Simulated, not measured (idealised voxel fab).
Name of the process module below: voxel trench capacitor
The figure presents cross-section cut, which has a width of 140 nm and is divided into square cells with an edge length of 5 nm.
Cross-section layout: square cells on a grid; listed as bands, top to bottom; a band spans one or more cell rows.
Read a band's entry like this: the first values are the height of its top and the height of its bottom in nm, and what follows is the sequence of materials from left to right, each with its width in nm. Note that "empty" is empty space, and that a single material marked "full width" reaches across the band from edge to edge.
Heights are reckoned from 0. Under this level, the received wafer is all of one material. The bottommost band is open-ended downward, for example "0 and below".
The width entry "30->40" should be interpreted row by row: the top row of cells in the band takes the first number, the bottom row takes the second number, and the change between adjacent rows is uniform throughout.
Take "no alterations made" at face value: in the step it is given for, the cross-section changed in none of its cells.
The entry titled "Listed closed voids" provides the empty spaces that have no open way to the top, restricted to those of 8 cells or more. Each is presented as width x height at distance, the distance being measured from the left edge, with all three in nm.
Post-settings text on a step line: simulator's own remark regarding the step.
The "overlay nm" setting may appear on a step's line; for a step that uses a mask, it gives how far to the right of its planned position the mask lay, and a negative value indicates the left.
Plan
1,RECEIVE [material Si]
2,CONFORMAL_DEP [material SiN] [thk nm 10]
3,PATTERN [tone open] [mask id TRENCH] [material resist] [width nm 20] [pitch nm 40] [thk nm 15] [overlay nm 0]
4,DIRECTIONAL_ETCH [etch materials SiN] [depth nm 10]
5,DIRECTIONAL_ETCH [etch materials Si] [depth nm 25]
6,STRIP [etch materials resist]
7,CONFORMAL_DEP [material SiO2] [thk nm 5]
8,FILL_DEP [material polySi] [thk nm 10]
9,CMP [height nm 10]
Here's what the wafer looked like in cross-section when it arrived - that's after step 1
  0 and below: Si full width
  Listed closed voids: none
The following cross-section depicts the wafer upon conclusion of the module. Processing commenced from the starting condition illustrated above and adhered to the plan illustrated above, save for one mistake in execution
  10 down to 0: 40 SiN, 5 SiO2, 10 polySi, 5 SiO2, 20 SiN, 5 SiO2, 10 polySi, 5 SiO2, 40 SiN
  0 down to -10: 40 Si, 5 SiO2, 10 polySi, 5 SiO2, 20 Si, 5 SiO2, 10 polySi, 5 SiO2, 40 Si
  -10 down to -15: 40 Si, 20 SiO2, 20 Si, 20 SiO2, 40 Si
  -15 and below: Si full width
  Listed closed voids: none
Against the plan, the run slipped here: step 5 was not run as planned; what actually ran was DIRECTIONAL_ETCH [etch materials Si] [depth nm 15]
